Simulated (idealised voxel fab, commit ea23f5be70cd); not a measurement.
Documented hereafter: the process module known as voxel transistor to metal.
Shown is cross-section cut, with a width of 295 nm and square cells of size 5 nm.
A cross-section in this document is a grid of square cells, and it is written down as bands, the top band listed before the ones below it; a band is made up of one or more rows of cells. Heads up on the band format: heights come first, top then bottom, in nm. After that it's the materials left to right, each with its width in nm. A single material flagged "edge to edge" fills the whole band edge to edge, and "empty" means there's empty space there. A quick word on heights: they are counted from 0, and under that level the wafer as it came to us is one material throughout. The lowest band is different from the rest in having no bottom; it simply continues downward, written as in "top 0, no bottom". Top row gets the first number, bottom row gets the second, and each row in between changes by the same step: that is how a band width like "30->40" works. No cell of the cross-section changed in a step that is given as "no change occurred". For the entry "Sealed cavities", the listed items are empty spaces with no open way to the top whose size is 8 cells or more; each item follows the pattern width x height at distance, where distance is from the left edge and all three are in nm. Formally, on a step line, whatever follows the settings is a remark that the simulator itself makes on the step. overlay nm: mask offset rightward from planned place, masked step; negative means leftward offset.
[Intended process steps]
| 1 | RECEIVE with material Si |
| 2 | OXIDIZE with depth nm 5 |
| 3 | CONFORMAL_DEP with material SiN, thk nm 10 |
| 4 | DIRECTIONAL_DEP with material aC, thk nm 15 |
| 5 | PATTERN with tone cover, mask id ACTIVE, material resist, width nm 110, pitch nm 140, thk nm 30, overlay nm 0 |
| 6 | DIRECTIONAL_ETCH with etch materials aC, depth nm 15 |
| 7 | STRIP with etch materials resist |
| 8 | DIRECTIONAL_ETCH with etch materials SiN, depth nm 10 |
| 9 | DIRECTIONAL_ETCH with etch materials SiO2, depth nm 5 |
| 10 | DIRECTIONAL_ETCH with etch materials Si, depth nm 30 |
| 11 | STRIP with etch materials aC |
| 12 | FILL_DEP with material SiO2, thk nm 5 |
| 13 | CMP with height nm 10 |
| 14 | SELECTIVE_ETCH with etch materials SiO2, depth nm 5 |
| 15 | STRIP with etch materials SiN |
| 16 | SELECTIVE_ETCH with etch materials SiO2, depth nm 5 |
| 17 | OXIDIZE with depth nm 5 |
| 18 | DIRECTIONAL_DEP with material polySi, thk nm 30 |
| 19 | DIRECTIONAL_DEP with material SiCN, thk nm 10 |
| 20 | PATTERN with tone cover, mask id GATE, material resist, width nm 20, pitch nm 140, thk nm 20, overlay nm 0 |
| 21 | DIRECTIONAL_ETCH with etch materials SiCN, depth nm 20 |
| 22 | DIRECTIONAL_ETCH with etch materials polySi, depth nm 40 |
| 23 | STRIP with etch materials resist |
| 24 | CONFORMAL_DEP with material SiO2, thk nm 5 |
| 25 | DIRECTIONAL_ETCH with etch materials SiO2, depth nm 5 |
| 26 | CONFORMAL_DEP with material SiN, thk nm 5 |
| 27 | DIRECTIONAL_ETCH with etch materials SiN, depth nm 5 |
| 28 | DIRECTIONAL_ETCH with etch materials SiO2, depth nm 5 |
| 29 | DIRECTIONAL_ETCH with etch materials Si, depth nm 10 |
| 30 | EPI with material SiGe, thk nm 15 |
| 31 | FILL_DEP with material SiO2, thk nm 5 |
| 32 | CMP with height nm 35 |
| 33 | DIRECTIONAL_DEP with material SiO2, thk nm 10 |
| 34 | PATTERN with tone open, mask id CONTACT, material resist, width nm 35, thk nm 15, overlay nm 0 |
| 35 | DIRECTIONAL_ETCH with etch materials SiO2, depth nm 40 |
| 36 | STRIP with etch materials resist |
| 37 | CONFORMAL_DEP with material TiN, thk nm 5 |
| 38 | FILL_DEP with material Ru, thk nm 5 |
| 39 | CMP with height nm 45 |
| 40 | DIRECTIONAL_DEP with material TiN, thk nm 5 |
| 41 | DIRECTIONAL_DEP with material W, thk nm 20 |
| 42 | DIRECTIONAL_DEP with material aC, thk nm 10 |
| 43 | PATTERN with tone cover, mask id METAL_1, material resist, width nm 20, thk nm 25, overlay nm 0 |
| 44 | DIRECTIONAL_ETCH with etch materials aC, depth nm 10 |
| 45 | STRIP with etch materials resist |
| 46 | DIRECTIONAL_ETCH with etch materials W, depth nm 20 |
| 47 | DIRECTIONAL_ETCH with etch materials TiN, depth nm 5 |
| 48 | STRIP with etch materials aC |
| 49 | CONFORMAL_DEP with material SiN, thk nm 5 |
| 50 | FILL_DEP with material SiO2, thk nm 10 |
| 51 | CMP with height nm 70 |
| 52 | CONFORMAL_DEP with material SiCN, thk nm 5 |
[Here's what the wafer looked like in cross-section when it arrived - that's after step 1]
	top 0, no bottom = Si edge to edge
	Sealed cavities: none
[Run as planned - first of the two wafers cross-sectioned at the end of the module]
	top 75, bottom 70 = SiCN edge to edge
	top 70, bottom 50 = SiO2 (20)  SiN (5)  W (20)  SiN (5)  SiO2 (50)  SiN (5)  W (20)  SiN (5)  SiO2 (30)  SiN (5)  W (20)  SiN (5)  SiO2 (50)  SiN (5)  W (20)  SiN (5)  SiO2 (25)
	top 50, bottom 45 = SiN (25)  TiN (20)  SiN (60)  TiN (20)  SiN (40)  TiN (20)  SiN (60)  TiN (20)  SiN (30)
	top 45, bottom 35 = SiO2 (25)  TiN (5)  Ru (25->20)  TiN (5->10)  SiO2 (30)  TiN (5->10)  Ru (25->20)  TiN (5)  SiO2 (40)  TiN (5)  Ru (25->20)  TiN (5->10)  SiO2 (30)  TiN (5->10)  Ru (25->20)  TiN (5)  SiO2 (30)
	top 35, bottom 25 = SiO2 (25)  TiN (5)  Ru (20)  TiN (5)  SiN (5)  SiO2 (5)  SiCN (20)  SiO2 (5)  SiN (5)  TiN (5)  Ru (20)  TiN (5)  SiO2 (40)  TiN (5)  Ru (20)  TiN (5)  SiN (5)  SiO2 (5)  SiCN (20)  SiO2 (5)  SiN (5)  TiN (5)  Ru (20)  TiN (5)  SiO2 (30)
	top 25, bottom 10 = SiO2 (25)  TiN (5)  Ru (20)  TiN (5)  SiN (5)  SiO2 (5)  polySi (20)  SiO2 (5)  SiN (5)  TiN (5)  Ru (20)  TiN (5)  SiO2 (40)  TiN (5)  Ru (20)  TiN (5)  SiN (5)  SiO2 (5)  polySi (20)  SiO2 (5)  SiN (5)  TiN (5)  Ru (20)  TiN (5)  SiO2 (30)
	top 10, bottom 5 = SiO2 (25)  TiN (30)  SiN (5)  SiO2 (5)  polySi (20)  SiO2 (5)  SiN (5)  TiN (30)  SiO2 (40)  TiN (30)  SiN (5)  SiO2 (5)  polySi (20)  SiO2 (5)  SiN (5)  TiN (30)  SiO2 (30)
	top 5, bottom 0 = SiO2 (20)  SiGe (35)  SiN (5)  SiO2 (5)  polySi (20)  SiO2 (5)  SiN (5)  SiGe (35)  SiO2 (30)  SiGe (35)  SiN (5)  SiO2 (5)  polySi (20)  SiO2 (5)  SiN (5)  SiGe (35)  SiO2 (25)
	top 0, bottom -5 = SiO2 (20)  SiN (5)  SiGe (30)  SiN (5)  SiO2 (5)  polySi (20)  SiO2 (5)  SiN (5)  SiGe (30)  SiN (5)  SiO2 (30)  SiN (5)  SiGe (30)  SiN (5)  SiO2 (5)  polySi (20)  SiO2 (5)  SiN (5)  SiGe (30)  SiN (5)  SiO2 (25)
	top -5, bottom -10 = SiO2 (25)  SiGe (30)  SiO2 (40)  SiGe (30)  SiO2 (40)  SiGe (30)  SiO2 (40)  SiGe (30)  SiO2 (30)
	top -10, bottom -20 = SiO2 (20)  Si (5)  SiGe (30)  Si (40)  SiGe (30)  Si (5)  SiO2 (30)  Si (5)  SiGe (30)  Si (40)  SiGe (30)  Si (5)  SiO2 (25)
	top -20, bottom -35 = SiO2 (20)  Si (110)  SiO2 (30)  Si (110)  SiO2 (25)
	top -35, no bottom = Si edge to edge
	Sealed cavities: none
[second wafer at the end: like start, like plan, one mistake]
	top 75, bottom 70 = SiCN edge to edge
	top 70, bottom 50 = SiO2 (20)  SiN (5)  W (20)  SiN (5)  SiO2 (50)  SiN (5)  W (20)  SiN (5)  SiO2 (30)  SiN (5)  W (20)  SiN (5)  SiO2 (50)  SiN (5)  W (20)  SiN (5)  SiO2 (25)
	top 50, bottom 45 = SiN (25)  TiN (20)  SiN (60)  TiN (20)  SiN (40)  TiN (20)  SiN (60)  TiN (20)  SiN (30)
	top 45, bottom 35 = SiO2 (25)  TiN (5)  Ru (25->20)  TiN (5->10)  SiO2 (30)  TiN (5->10)  Ru (25->20)  TiN (5)  SiO2 (40)  TiN (5)  Ru (25->20)  TiN (5->10)  SiO2 (30)  TiN (5->10)  Ru (25->20)  TiN (5)  SiO2 (30)
	top 35, bottom 25 = SiO2 (25)  TiN (5)  Ru (20)  TiN (5)  SiN (5)  SiO2 (5)  SiCN (20)  SiO2 (5)  SiN (5)  TiN (5)  Ru (20)  TiN (5)  SiO2 (40)  TiN (5)  Ru (20)  TiN (5)  SiN (5)  SiO2 (5)  SiCN (20)  SiO2 (5)  SiN (5)  TiN (5)  Ru (20)  TiN (5)  SiO2 (30)
	top 25, bottom 10 = SiO2 (25)  TiN (5)  Ru (20)  TiN (5)  SiN (5)  SiO2 (5)  polySi (20)  SiO2 (5)  SiN (5)  TiN (5)  Ru (20)  TiN (5)  SiO2 (40)  TiN (5)  Ru (20)  TiN (5)  SiN (5)  SiO2 (5)  polySi (20)  SiO2 (5)  SiN (5)  TiN (5)  Ru (20)  TiN (5)  SiO2 (30)
	top 10, bottom 5 = SiO2 (25)  TiN (30)  SiN (5)  SiO2 (5)  polySi (20)  SiO2 (5)  SiN (5)  TiN (30)  SiO2 (40)  TiN (30)  SiN (5)  SiO2 (5)  polySi (20)  SiO2 (5)  SiN (5)  TiN (30)  SiO2 (30)
	top 5, bottom 0 = SiO2 (20)  SiGe (35)  SiN (5)  SiO2 (5)  polySi (20)  SiO2 (5)  SiN (5)  SiGe (35)  SiO2 (30)  SiGe (35)  SiN (5)  SiO2 (5)  polySi (20)  SiO2 (5)  SiN (5)  SiGe (35)  SiO2 (25)
	top 0, bottom -5 = SiO2 (20)  SiN (5)  SiGe (30)  SiN (5)  SiO2 (5)  polySi (20)  SiO2 (5)  SiN (5)  SiGe (30)  SiN (5)  SiO2 (30)  SiN (5)  SiGe (30)  SiN (5)  SiO2 (5)  polySi (20)  SiO2 (5)  SiN (5)  SiGe (30)  SiN (5)  SiO2 (25)
	top -5, bottom -10 = SiO2 (25)  SiGe (30)  SiO2 (40)  SiGe (30)  SiO2 (40)  SiGe (30)  SiO2 (40)  SiGe (30)  SiO2 (30)
	top -10, bottom -20 = SiO2 (20)  Si (5)  SiGe (30)  Si (40)  SiGe (30)  Si (5)  SiO2 (30)  Si (5)  SiGe (30)  Si (40)  SiGe (30)  Si (5)  SiO2 (25)
	top -20, bottom -65 = SiO2 (20)  Si (110)  SiO2 (30)  Si (110)  SiO2 (25)
	top -65, no bottom = Si edge to edge
	Sealed cavities: none
Short version of what went wrong: yeah, plan step 10 got run twice
Count the cells at the end and the second wafer has more or fewer of some materials than the first: 90 fewer of Si, 90 more of SiO2
